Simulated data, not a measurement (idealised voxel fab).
process module | voxel wiring stack
cross-section cut | 235 nm wide | cells 5 nm
A cross-section is a grid of square cells, given in bands from the top down. A band is one or more rows of cells.
Each band's line starts with the height of the band's top and of its bottom, in nm. Then come its materials from left to right, each with its width in nm. One material with "throughout" fills the band from edge to edge. "air" is empty space.
Height 0 is the level under which the wafer as received is all one material. The lowest band goes on downwards, as in "0 down".
A width such as "30 to 40" changes by the same amount from each row of cells to the next, from the band's top row to its bottom row.
"no change" after a step means that no cell of the cross-section changed.
closed voids: empty space of 8 cells or more with no open way to the top, each as width x height at its distance from the left edge, in nm
after a step's settings: what the simulator itself notes on the step
overlay nm, on a step with a mask: how far to the right of its planned place the mask lay; to the left if negative
plan
1 op RECEIVE | material Si
2 op CONFORMAL_DEP | material SiO2 | thk nm 15
3 op DIRECTIONAL_DEP | material TiN | thk nm 5
4 op DIRECTIONAL_DEP | material Ru | thk nm 25
5 op MASKED_ETCH | tone cover | mask id METAL_1 | width nm 20 | pitch nm 45 | etch materials Ru | depth nm 25 | overlay nm 0
6 op MASKED_ETCH | tone cover | mask id METAL_1 | width nm 20 | pitch nm 45 | etch materials TiN | depth nm 5 | overlay nm 0
7 op FILL_DEP | material SiO2 | thk nm 10
8 op CMP | height nm 45
9 op CONFORMAL_DEP | material SiCN | thk nm 5
10 op DIRECTIONAL_DEP | material lowk | thk nm 10
11 op DIRECTIONAL_DEP | material aC | thk nm 15
12 op PATTERN | tone open | mask id PLUG_1 | material resist | width nm 15 | pitch nm 90 | thk nm 35 | overlay nm 0
13 op DIRECTIONAL_ETCH | etch materials aC | depth nm 15
14 op STRIP | etch materials resist
15 op DIRECTIONAL_ETCH | etch materials lowk | depth nm 10
16 op DIRECTIONAL_ETCH | etch materials SiCN | depth nm 5
17 op STRIP | etch materials aC
18 op CONFORMAL_DEP | material TiN | thk nm 5
19 op FILL_DEP | material Cu | thk nm 10
20 op CMP | height nm 60
21 op DIRECTIONAL_DEP | material TiN | thk nm 5
22 op DIRECTIONAL_DEP | material W | thk nm 15
23 op MASKED_ETCH | tone cover | mask id METAL_2 | width nm 20 | pitch nm 45 | etch materials W | depth nm 15 | overlay nm 0
24 op MASKED_ETCH | tone cover | mask id METAL_2 | width nm 20 | pitch nm 45 | etch materials TiN | depth nm 5 | overlay nm 0
25 op CONFORMAL_DEP | material SiCN | thk nm 5
26 op FILL_DEP | material lowk | thk nm 10
27 op CMP | height nm 80
28 op CONFORMAL_DEP | material SiN | thk nm 5
as received, after step 1
  0 down: Si throughout
  closed voids: none
first wafer at the end, as planned
  85 to 80: SiN throughout
  80 to 65: lowk 35 | SiCN 5 | W 20 | SiCN 5 | lowk 15 | SiCN 5 | W 20 | SiCN 5 | lowk 15 | SiCN 5 | W 20 | SiCN 5 | lowk 15 | SiCN 5 | W 20 | SiCN 5 | lowk 35
  65 to 60: SiCN 40 | TiN 20 | SiCN 25 | TiN 20 | SiCN 25 | TiN 20 | SiCN 25 | TiN 20 | SiCN 40
  60 to 50: lowk 40 | TiN 5 | Cu 5 | TiN 5 | lowk 75 | TiN 5 | Cu 5 | TiN 5 | lowk 90
  50 to 45: SiCN 40 | TiN 15 | SiCN 75 | TiN 15 | SiCN 90
  45 to 20: SiO2 40 | Ru 20 | SiO2 25 | Ru 20 | SiO2 25 | Ru 20 | SiO2 25 | Ru 20 | SiO2 40
  20 to 15: SiO2 40 | TiN 20 | SiO2 25 | TiN 20 | SiO2 25 | TiN 20 | SiO2 25 | TiN 20 | SiO2 40
  15 to 0: SiO2 throughout
  0 down: Si throughout
  closed voids: none
second wafer at the end: like start, like plan, one mistake
  85 to 80: SiN throughout
  80 to 65: lowk 35 | SiCN 5 | W 20 | SiCN 5 | lowk 15 | SiCN 5 | W 20 | SiCN 5 | lowk 15 | SiCN 5 | W 20 | SiCN 5 | lowk 15 | SiCN 5 | W 20 | SiCN 5 | lowk 35
  65 to 60: SiCN 40 | TiN 20 | SiCN 25 | TiN 20 | SiCN 25 | TiN 20 | SiCN 25 | TiN 20 | SiCN 40
  60 to 50: lowk 40 | TiN 5 | Cu 10 | TiN 5 | lowk 70 | TiN 5 | Cu 10 | TiN 5 | lowk 85
  50 to 45: SiCN 40 | TiN 20 | SiCN 70 | TiN 20 | SiCN 85
  45 to 20: SiO2 40 | Ru 20 | SiO2 25 | Ru 20 | SiO2 25 | Ru 20 | SiO2 25 | Ru 20 | SiO2 40
  20 to 15: SiO2 40 | TiN 20 | SiO2 25 | TiN 20 | SiO2 25 | TiN 20 | SiO2 25 | TiN 20 | SiO2 40
  15 to 0: SiO2 throughout
  0 down: Si throughout
  closed voids: none
what went wrong: step 12 ran as: op PATTERN | tone open | mask id PLUG_1 | material resist | width nm 20 | pitch nm 90 | thk nm 35 | overlay nm 0
at the end the second wafer has, in cells: 4 more of Cu | 2 fewer of SiCN | 2 more of TiN | 4 fewer of lowk
